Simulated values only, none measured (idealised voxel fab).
Module name: voxel fin reveal (process module)
The cross-section shown here is cut; it is 250 nm wide and divided into square cells measuring 5 nm on a side.
We lay out every cross-section as a grid of square cells and spell it out in bands from the top down, where one band means one or more rows of cells. For a band, the entry starts with two heights in nm, that of the top and then that of the bottom, and carries on with the band's materials in order from left to right, each alongside its width in nm; the word "full width" beside a single material means it fills the band edge to edge, and "blank" means empty space. For the purposes of this specification, 0 denotes the height below which the wafer in its as-received condition is composed wholly of one material, and the lowermost band, lacking a lower limit, extends downward without end, as expressed in "z 0 and below". Think of "30..40" as a width that walks from the first number to the second as you go down the band, top row to bottom row, taking equal-sized steps from row to row. For the purposes of this document, the phrase "no change occurred" attached to a step denotes that no cell within the cross-section was modified by that step. Entry "Unvented internal voids". Content: empty spaces with no open connection to the top, size 8 cells or greater. Each: width x height at distance. Distance: from left edge. Unit: nm. That trailing text on a step's line, after the settings, is the simulator's own remark on the step. Steps that use a mask can have "overlay nm" on their line. It says how far the mask sat to the right of where it was meant to be. Negative means to the left.

SET OUT BELOW ARE THE PLANNED STEPS OF THE PROCESS
1) RECEIVE with material Si
2) CONFORMAL_DEP with material SiN, thk nm 10
3) DIRECTIONAL_DEP with material aC, thk nm 15
4) PATTERN with tone cover, mask id FINS, material resist, width nm 15, pitch nm 40, thk nm 35, overlay nm 0
5) DIRECTIONAL_ETCH with etch materials aC, depth nm 15
6) STRIP with etch materials resist
7) DIRECTIONAL_ETCH with etch materials SiN, depth nm 10
8) DIRECTIONAL_ETCH with etch materials Si, depth nm 30
9) STRIP with etch materials aC
10) OXIDIZE with depth nm 5
11) FILL_DEP with material SiO2, thk nm 5
12) CMP with height nm 10
13) SELECTIVE_ETCH with etch materials SiO2, depth nm 30
14) STRIP with etch materials SiN
15) CONFORMAL_DEP with material SiO2, thk nm 5
varied across the wafers: width nm of step 4. The plan shows the first wafer's value. All wafers start alike

THE FIRST OF SEVERAL WAFERS AS RECEIVED, SHOWN IN CROSS-SECTION; THIS IS ITS STATE AFTER STEP 1
	z 0 and below = Si full width
	Unvented internal voids: none

BASICALLY EACH WAFER GETS A LINE IN THE TABLE, SHOWING IT AT THE END OF THE MODULE: MATERIAL BY MATERIAL, THE CELLS IT GAINED (+) OR LOST (-) SINCE WE GOT IT, THEN ITS CLOSED VOIDS
width nm 15, -329 Si, +215 SiO2, Unvented internal voids: none
width nm 20, -308 Si, +206 SiO2, Unvented internal voids: none
width nm 25, -287 Si, +197 SiO2, Unvented internal voids: none
